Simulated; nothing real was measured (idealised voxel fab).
Presented below is a process module, voxel transistor to metal.
Displayed cross-section: cut, width of 205 nm, square cells sized 5 nm.
Cross-section format: a grid of square cells, given as bands from top to bottom; each band is one or more rows of cells. In this notation a band is specified by the heights of its top and bottom, in that order and in nm, after which its materials appear from left to right, each paired with its width in nm. The word "edge to edge" attached to a single material means that material fills the band from edge to edge; the word "empty" stands for empty space. Height 0 is the level under which the wafer as received is all one material. The lowest band goes on downwards, as in "from 0 down". With a width like "30 to 40", each row of cells in the band differs from the next by the same amount, the top row carrying the first number and the bottom row the second. The designation "no modifications", where it is given for a processing step, indicates that no cell of the cross-section was altered in the course of that step. In "Closed cavity list" the enclosed voids are listed, meaning empty spaces of 8 cells or larger without any opening to the top. The form is width x height at distance, distance from the left edge, units nm. Past the settings on a step's line: simulator remark, on that step. Each step line may optionally specify "overlay nm", which for a step with a mask gives the rightward distance between the mask's planned place and where it lay, a negative value indicating the leftward direction.
PROCESS STEPS (PLANNED)
- 1: RECEIVE with material Si
- 2: CONFORMAL_DEP with material SiO2, thk nm 5
- 3: CONFORMAL_DEP with material SiN, thk nm 15
- 4: DIRECTIONAL_DEP with material aC, thk nm 10
- 5: PATTERN with tone cover, mask id ACTIVE, material resist, width nm 120, thk nm 30, overlay nm 0
- 6: DIRECTIONAL_ETCH with etch materials aC, depth nm 10
- 7: STRIP with etch materials resist
- 8: DIRECTIONAL_ETCH with etch materials SiN, depth nm 15
- 9: DIRECTIONAL_ETCH with etch materials SiO2, depth nm 5
- 10: DIRECTIONAL_ETCH with etch materials Si, depth nm 30
- 11: STRIP with etch materials aC
- 12: FILL_DEP with material SiO2, thk nm 5
- 13: CMP with height nm 20
- 14: SELECTIVE_ETCH with etch materials SiO2, depth nm 15
- 15: STRIP with etch materials SiN
- 16: SELECTIVE_ETCH with etch materials SiO2, depth nm 5
- 17: OXIDIZE with depth nm 5
- 18: DIRECTIONAL_DEP with material polySi, thk nm 30
- 19: DIRECTIONAL_DEP with material SiCN, thk nm 15
- 20: DIRECTIONAL_DEP with material aC, thk nm 10
- 21: PATTERN with tone cover, mask id GATE, material resist, width nm 20, thk nm 30, overlay nm 0
- 22: DIRECTIONAL_ETCH with etch materials aC, depth nm 10
- 23: STRIP with etch materials resist
- 24: DIRECTIONAL_ETCH with etch materials SiCN, depth nm 25
- 25: DIRECTIONAL_ETCH with etch materials polySi, depth nm 40
- 26: STRIP with etch materials aC
- 27: CONFORMAL_DEP with material SiN, thk nm 10
- 28: DIRECTIONAL_ETCH with etch materials SiN, depth nm 10
- 29: DIRECTIONAL_ETCH with etch materials SiO2, depth nm 5
- 30: EPI with material nSi, thk nm 5
- 31: FILL_DEP with material SiO2, thk nm 5
- 32: CMP with height nm 45
- 33: DIRECTIONAL_DEP with material SiO2, thk nm 15
- 34: PATTERN with tone open, mask id CONTACT, material resist, width nm 20, pitch nm 80, thk nm 15, overlay nm 0
- 35: DIRECTIONAL_ETCH with etch materials SiO2, depth nm 60
- 36: STRIP with etch materials resist
- 37: CONFORMAL_DEP with material TiN, thk nm 5
- 38: FILL_DEP with material W, thk nm 5
- 39: CMP with height nm 60
- 40: DIRECTIONAL_DEP with material TiN, thk nm 5
- 41: DIRECTIONAL_DEP with material Ru, thk nm 15
- 42: MASKED_ETCH with tone cover, mask id METAL_1, width nm 20, pitch nm 80, etch materials Ru, depth nm 15, overlay nm -15
- 43: MASKED_ETCH with tone cover, mask id METAL_1, width nm 20, pitch nm 80, etch materials TiN, depth nm 5, overlay nm 0
- 44: FILL_DEP with material SiO2, thk nm 5
- 45: CMP with height nm 80
- 46: CONFORMAL_DEP with material SiCN, thk nm 5
- 47: DIRECTIONAL_DEP with material lowk, thk nm 25
- 48: PATTERN with tone open, mask id METAL_2_HOLES, material resist, width nm 15, pitch nm 80, thk nm 20, overlay nm 0
- 49: DIRECTIONAL_ETCH with etch materials lowk, depth nm 25
- 50: STRIP with etch materials resist
- 51: MASKED_ETCH with tone open, mask id METAL_2, width nm 20, pitch nm 80, etch materials lowk, depth nm 15, overlay nm 0
- 52: MASKED_ETCH with tone open, mask id METAL_2, width nm 20, pitch nm 80, etch materials SiCN, depth nm 5, overlay nm 0
- 53: CONFORMAL_DEP with material TiN, thk nm 5
- 54: FILL_DEP with material Cu, thk nm 10
- 55: CMP with height nm 110
- 56: CONFORMAL_DEP with material SiN, thk nm 5
The wafers in this document start out alike and differ in the overlay nm applied at step 42; the plan shows the value used for the first wafer.
STEP 1 COMPLETE: AS-RECEIVED CROSS-SECTION OF THE FIRST OF SEVERAL WAFERS
    from 0 down = Si edge to edge
    Closed cavity list: none
CROSS-SECTIONAL REPRESENTATION OF THE FIRST OF SEVERAL WAFERS AT THE END OF THE MODULE, I.E. AFTER ITS TERMINAL STEP, STEP 56
    from 115 to 110 = SiN edge to edge
    from 110 to 100 = lowk 50, then TiN 5, then Cu 10, then TiN 5, then lowk 60, then TiN 5, then Cu 10, then TiN 5, then lowk 55
    from 100 to 95 = lowk 50, then TiN 5, then Cu 5, then TiN 10, then lowk 60, then TiN 5, then Cu 5, then TiN 10, then lowk 55
    from 95 to 85 = lowk 50, then TiN 5, then Cu 5, then TiN 5, then lowk 65, then TiN 5, then Cu 5, then TiN 5, then lowk 60
    from 85 to 80 = SiCN 50, then TiN 15, then SiCN 65, then TiN 15, then SiCN 60
    from 80 to 65 = SiO2 35, then Ru 20, then SiO2 60, then Ru 20, then SiO2 70
    from 65 to 60 = SiO2 35, then TiN 35, then SiO2 45, then TiN 35, then SiO2 55
    from 60 to 45 = SiO2 50, then TiN 5, then W 10, then TiN 5, then SiO2 60, then TiN 5, then W 10, then TiN 5, then SiO2 55
    from 45 to 30 = SiO2 50, then TiN 5, then W 10, then TiN 5, then SiO2 10, then SiN 10, then SiCN 20, then SiN 10, then SiO2 10, then TiN 5, then W 10, then TiN 5, then SiO2 55
    from 30 to 5 = SiO2 50, then TiN 5, then W 10, then TiN 5, then SiO2 10, then SiN 10, then polySi 20, then SiN 10, then SiO2 10, then TiN 5, then W 10, then TiN 5, then SiO2 55
    from 5 to 0 = SiO2 50, then TiN 20, then SiO2 10, then SiN 10, then polySi 20, then SiN 10, then SiO2 10, then TiN 20, then SiO2 55
    from 0 to -5 = SiO2 35, then nSi 45, then SiO2 40, then nSi 45, then SiO2 40
    from -5 to -30 = SiO2 40, then Si 120, then SiO2 45
    from -30 down = Si edge to edge
    Closed cavity list: none
HERE WE CROSS-SECTIONED THE LAST OF THE WAFERS ONCE THE MODULE WAS DONE
    from 115 to 110 = SiN edge to edge
    from 110 to 100 = lowk 50, then TiN 5, then Cu 10, then TiN 5, then lowk 60, then TiN 5, then Cu 10, then TiN 5, then lowk 55
    from 100 to 95 = lowk 50, then TiN 5, then Cu 5, then TiN 10, then lowk 60, then TiN 5, then Cu 5, then TiN 10, then lowk 55
    from 95 to 85 = lowk 50, then TiN 5, then Cu 5, then TiN 5, then lowk 65, then TiN 5, then Cu 5, then TiN 5, then lowk 60
    from 85 to 80 = SiCN 50, then TiN 15, then SiCN 65, then TiN 15, then SiCN 60
    from 80 to 65 = SiO2 65, then Ru 20, then SiO2 60, then Ru 20, then SiO2 40
    from 65 to 60 = SiO2 50, then TiN 35, then SiO2 45, then TiN 35, then SiO2 40
    from 60 to 45 = SiO2 50, then TiN 5, then W 10, then TiN 5, then SiO2 60, then TiN 5, then W 10, then TiN 5, then SiO2 55
    from 45 to 30 = SiO2 50, then TiN 5, then W 10, then TiN 5, then SiO2 10, then SiN 10, then SiCN 20, then SiN 10, then SiO2 10, then TiN 5, then W 10, then TiN 5, then SiO2 55
    from 30 to 5 = SiO2 50, then TiN 5, then W 10, then TiN 5, then SiO2 10, then SiN 10, then polySi 20, then SiN 10, then SiO2 10, then TiN 5, then W 10, then TiN 5, then SiO2 55
    from 5 to 0 = SiO2 50, then TiN 20, then SiO2 10, then SiN 10, then polySi 20, then SiN 10, then SiO2 10, then TiN 20, then SiO2 55
    from 0 to -5 = SiO2 35, then nSi 45, then SiO2 40, then nSi 45, then SiO2 40
    from -5 to -30 = SiO2 40, then Si 120, then SiO2 45
    from -30 down = Si edge to edge
    Closed cavity list: none
WHAT FOLLOWS IS A TABLE IN WHICH EACH WAFER OCCUPIES A ROW; FOR THE WAFER AS IT STANDS AT THE CLOSE OF THE MODULE, THE ROW STATES, MATERIAL BY MATERIAL, HOW MANY CELLS HAVE BEEN GAINED (+) OR LOST (-) SINCE RECEIPT, AND THEN GIVES ITS CLOSED VOIDS
overlay nm -15, +14 Cu, +24 Ru, -126 Si, +47 SiCN, +77 SiN, +558 SiO2, +94 TiN, +44 W, +169 lowk, +18 nSi, +24 polySi, Closed cavity list: none
overlay nm -10, +14 Cu, +24 Ru, -126 Si, +47 SiCN, +77 SiN, +560 SiO2, +92 TiN, +44 W, +169 lowk, +18 nSi, +24 polySi, Closed cavity list: none
overlay nm -5, +14 Cu, +24 Ru, -126 Si, +47 SiCN, +77 SiN, +562 SiO2, +90 TiN, +44 W, +169 lowk, +18 nSi, +24 polySi, Closed cavity list: none
overlay nm 0, +14 Cu, +24 Ru, -126 Si, +47 SiCN, +77 SiN, +564 SiO2, +88 TiN, +44 W, +169 lowk, +18 nSi, +24 polySi, Closed cavity list: none
overlay nm 5, +14 Cu, +24 Ru, -126 Si, +47 SiCN, +77 SiN, +562 SiO2, +90 TiN, +44 W, +169 lowk, +18 nSi, +24 polySi, Closed cavity list: none
overlay nm 10, +14 Cu, +24 Ru, -126 Si, +47 SiCN, +77 SiN, +560 SiO2, +92 TiN, +44 W, +169 lowk, +18 nSi, +24 polySi, Closed cavity list: none
overlay nm 15, +14 Cu, +24 Ru, -126 Si, +47 SiCN, +77 SiN, +558 SiO2, +94 TiN, +44 W, +169 lowk, +18 nSi, +24 polySi, Closed cavity list: none
